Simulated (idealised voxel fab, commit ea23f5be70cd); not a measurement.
process module | voxel fin reveal
cross-section cut | 180 nm wide | cells 5 nm
A cross-section is a grid of square cells, given in bands from the top down. A band is one or more rows of cells.
Each band's line starts with the height of the band's top and of its bottom, in nm. Then come its materials from left to right, each with its width in nm. One material with "throughout" fills the band from edge to edge. "air" is empty space.
Height 0 is the level under which the wafer as received is all one material. The lowest band goes on downwards, as in "0 down".
A width such as "30 to 40" changes by the same amount from each row of cells to the next, from the band's top row to its bottom row.
"no change" after a step means that no cell of the cross-section changed.
closed voids: empty space of 8 cells or more with no open way to the top, each as width x height at its distance from the left edge, in nm
after a step's settings: what the simulator itself notes on the step
overlay nm, on a step with a mask: how far to the right of its planned place the mask lay; to the left if negative
plan
1 op RECEIVE | material Si
2 op CONFORMAL_DEP | material SiN | thk nm 10
3 op DIRECTIONAL_DEP | material aC | thk nm 10
4 op PATTERN | tone cover | mask id FINS | material resist | width nm 15 | pitch nm 35 | thk nm 30 | overlay nm 0
5 op DIRECTIONAL_ETCH | etch materials aC | depth nm 10
6 op STRIP | etch materials resist
7 op DIRECTIONAL_ETCH | etch materials SiN | depth nm 10
8 op DIRECTIONAL_ETCH | etch materials Si | depth nm 40
9 op STRIP | etch materials aC
10 op FILL_DEP | material SiO2 | thk nm 5
11 op CMP | height nm 10
12 op SELECTIVE_ETCH | etch materials SiO2 | depth nm 25
13 op STRIP | etch materials SiN
14 op CONFORMAL_DEP | material SiO2 | thk nm 5
as received, after step 1
  0 down: Si throughout
  closed voids: none
a wafer at the end: this start, this plan, one mistake
  5 to 0: air 40 | SiO2 30 | air 5 | SiO2 30 | air 5 | SiO2 30 | air 40
  0 to -10: air 40 | SiO2 5 | Si 20 | SiO2 5 | air 5 | SiO2 5 | Si 20 | SiO2 5 | air 5 | SiO2 5 | Si 20 | SiO2 5 | air 40
  -10 to -40: SiO2 45 | Si 20 | SiO2 15 | Si 20 | SiO2 15 | Si 20 | SiO2 45
  -40 down: Si throughout
  closed voids: none
what went wrong: step 4 ran as: op PATTERN | tone cover | mask id FINS | material resist | width nm 20 | pitch nm 35 | thk nm 30 | overlay nm 0
